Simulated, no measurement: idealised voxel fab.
Herein follows the process module entitled voxel capacitor over wiring.
Xsec cut, 280 nm wide, square cell size 5 nm.
Bands, listed from the top down, are how a cross-section gets written in this document; the cross-section itself is a grid of square cells, and a band is one or more rows of them. Basically the band line says how high the top is and how high the bottom is, in nm, and then what's in it from left to right, every material with its width in nm. Empty space shows up as "empty", and if a single material carries "all across" it runs the full band edge to edge. Height reference: 0 = level under which incoming wafer is all one material. Lowest band: no bottom, runs on downward, e.g. "0 nm and below". Per-row width for "30..40": begins at first number (top row of band), ends at second number (bottom row), increment between rows held constant. Any step labelled "no change occurred" changed none of the cells in the cross-section. Fully enclosed voids: empty space of 8 cells or more with no open way to the top, each as width x height at its distance from the left edge, in nm. Anything after a step's settings on that line? It's the simulator's own note about the step. overlay nm: where the mask lay relative to plan, measured to the right, on steps with a mask; negatives go left.

[plan]
1,RECEIVE with material Si
2,CONFORMAL_DEP with material SiO2, thk nm 15
3,DIRECTIONAL_DEP with material TiN, thk nm 5
4,DIRECTIONAL_DEP with material W, thk nm 20
5,DIRECTIONAL_DEP with material aC, thk nm 10
6,PATTERN with tone cover, mask id METAL_1, material resist, width nm 30, pitch nm 100, thk nm 30, overlay nm 0
7,DIRECTIONAL_ETCH with etch materials aC, depth nm 10
8,STRIP with etch materials resist
9,DIRECTIONAL_ETCH with etch materials W, depth nm 20
10,DIRECTIONAL_ETCH with etch materials TiN, depth nm 5
11,STRIP with etch materials aC
12,FILL_DEP with material SiO2, thk nm 5
13,CMP with height nm 40
14,CONFORMAL_DEP with material SiCN, thk nm 5
15,DIRECTIONAL_DEP with material SiO2, thk nm 20
16,PATTERN with tone open, mask id PLUG_1, material resist, width nm 15, thk nm 15, overlay nm 0
17,DIRECTIONAL_ETCH with etch materials SiO2, depth nm 20
18,DIRECTIONAL_ETCH with etch materials SiCN, depth nm 5
19,STRIP with etch materials resist
20,CONFORMAL_DEP with material TiN, thk nm 5
21,FILL_DEP with material Cu, thk nm 5
22,CMP with height nm 65
23,DIRECTIONAL_DEP with material TiN, thk nm 10
24,DIRECTIONAL_DEP with material HfO2, thk nm 5
25,DIRECTIONAL_DEP with material TiN, thk nm 5
26,DIRECTIONAL_DEP with material aC, thk nm 15
27,PATTERN with tone cover, mask id UPPER_PLATE, material resist, width nm 75, thk nm 30, overlay nm 0
28,DIRECTIONAL_ETCH with etch materials aC, depth nm 15
29,STRIP with etch materials resist
30,DIRECTIONAL_ETCH with etch materials TiN, depth nm 5
31,DIRECTIONAL_ETCH with etch materials HfO2, depth nm 5
32,STRIP with etch materials aC
33,MASKED_ETCH with tone cover, mask id LOWER_PLATE, width nm 85, etch materials TiN, depth nm 10, overlay nm 0
34,FILL_DEP with material SiO2, thk nm 20
35,CMP with height nm 100
36,DIRECTIONAL_DEP with material aC, thk nm 15
37,PATTERN with tone open, mask id PLUG_2, material resist, width nm 15, thk nm 35, overlay nm 0
38,DIRECTIONAL_ETCH with etch materials aC, depth nm 15
39,STRIP with etch materials resist
40,DIRECTIONAL_ETCH with etch materials SiO2, depth nm 15
41,STRIP with etch materials aC
42,CONFORMAL_DEP with material TiN, thk nm 5
43,FILL_DEP with material Ru, thk nm 10
44,CMP with height nm 100
45,CONFORMAL_DEP with material SiCN, thk nm 5

[As-received state of the wafer in cross-section, equivalent to post-step 1]
- 0 nm and below: Si all across
- Fully enclosed voids: none

[First wafer of two, sectioned at end of module; run went per plan]
- 105 nm to 100 nm: SiCN all across
- 100 nm to 90 nm: 100 SiO2 | 5 TiN | 5 Ru | 5 TiN | 165 SiO2
- 90 nm to 80 nm: 100..90 SiO2 | 15..75 TiN | 165..115 SiO2
- 80 nm to 75 nm: 90 SiO2 | 75 HfO2 | 115 SiO2
- 75 nm to 65 nm: 85 SiO2 | 85 TiN | 110 SiO2
- 65 nm to 45 nm: 90 SiO2 | 5 TiN | 5 Cu | 5 TiN | 175 SiO2
- 45 nm to 40 nm: 90 SiCN | 15 TiN | 175 SiCN
- 40 nm to 20 nm: 75 SiO2 | 30 W | 70 SiO2 | 30 W | 75 SiO2
- 20 nm to 15 nm: 75 SiO2 | 30 TiN | 70 SiO2 | 30 TiN | 75 SiO2
- 15 nm to 0 nm: SiO2 all across
- 0 nm and below: Si all across
- Fully enclosed voids: none

[Cross-sectional image of the second wafer of the two following completion of the module. Starting state and process plan were the same as for the first wafer; one execution error occurred]
- 105 nm to 100 nm: Cu all across
- 100 nm to 90 nm: 100 SiO2 | 5 TiN | 5 Ru | 5 TiN | 165 SiO2
- 90 nm to 80 nm: 100..90 SiO2 | 15..75 TiN | 165..115 SiO2
- 80 nm to 75 nm: 90 SiO2 | 75 HfO2 | 115 SiO2
- 75 nm to 65 nm: 85 SiO2 | 85 TiN | 110 SiO2
- 65 nm to 45 nm: 90 SiO2 | 5 TiN | 5 Cu | 5 TiN | 175 SiO2
- 45 nm to 40 nm: 90 SiCN | 15 TiN | 175 SiCN
- 40 nm to 20 nm: 75 SiO2 | 30 W | 70 SiO2 | 30 W | 75 SiO2
- 20 nm to 15 nm: 75 SiO2 | 30 TiN | 70 SiO2 | 30 TiN | 75 SiO2
- 15 nm to 0 nm: SiO2 all across
- 0 nm and below: Si all across
- Fully enclosed voids: none
Processing error: for step 45, the planned setting was not used; the step was instead run as CONFORMAL_DEP with material Cu, thk nm 5
at the end the second wafer has, in cells: Cu +56 | SiCN -56
